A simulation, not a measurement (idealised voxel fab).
process module | voxel tone inversion
cross-section cut | 250 nm wide | cells 5 nm
A cross-section is a grid of square cells, given in bands from the top down. A band is one or more rows of cells.
Each band's line starts with the height of the band's top and of its bottom, in nm. Then come its materials from left to right, each with its width in nm. One material with "throughout" fills the band from edge to edge. "air" is empty space.
Height 0 is the level under which the wafer as received is all one material. The lowest band goes on downwards, as in "0 down".
A width such as "30 to 40" changes by the same amount from each row of cells to the next, from the band's top row to its bottom row.
"no change" after a step means that no cell of the cross-section changed.
closed voids: empty space of 8 cells or more with no open way to the top, each as width x height at its distance from the left edge, in nm
after a step's settings: what the simulator itself notes on the step
overlay nm, on a step with a mask: how far to the right of its planned place the mask lay; to the left if negative
plan
1 op RECEIVE | material Si
2 op CONFORMAL_DEP | material SiCN | thk nm 5
3 op DIRECTIONAL_DEP | material polySi | thk nm 20
4 op PATTERN | tone cover | mask id POSTS | material resist | width nm 25 | pitch nm 50 | thk nm 25 | overlay nm 0
5 op DIRECTIONAL_ETCH | etch materials polySi | depth nm 20
6 op STRIP | etch materials resist
7 op FILL_DEP | material lowk | thk nm 5
8 op CMP | height nm 25
9 op STRIP | etch materials polySi
10 op CONFORMAL_DEP | material TiN | thk nm 5
11 op FILL_DEP | material Ru | thk nm 5
12 op CMP | height nm 25
13 op CONFORMAL_DEP | material SiCN | thk nm 5
as received, after step 1
  0 down: Si throughout
  closed voids: none
first wafer at the end, as planned
  30 to 25: SiCN throughout
  25 to 10: lowk 85 | TiN 5 | Ru 15 | TiN 5 | lowk 25 | TiN 5 | Ru 15 | TiN 5 | lowk 90
  10 to 5: lowk 85 | TiN 25 | lowk 25 | TiN 25 | lowk 90
  5 to 0: SiCN throughout
  0 down: Si throughout
  closed voids: none
second wafer at the end: like start, like plan, one mistake
  30 to 25: SiCN throughout
  25 to 5: lowk throughout
  5 to 0: SiCN throughout
  0 down: Si throughout
  closed voids: none
what went wrong: step 3 ran as: op DIRECTIONAL_DEP | material lowk | thk nm 20
at the end the second wafer has, in cells: 18 fewer of Ru | 22 fewer of TiN | 40 more of lowk
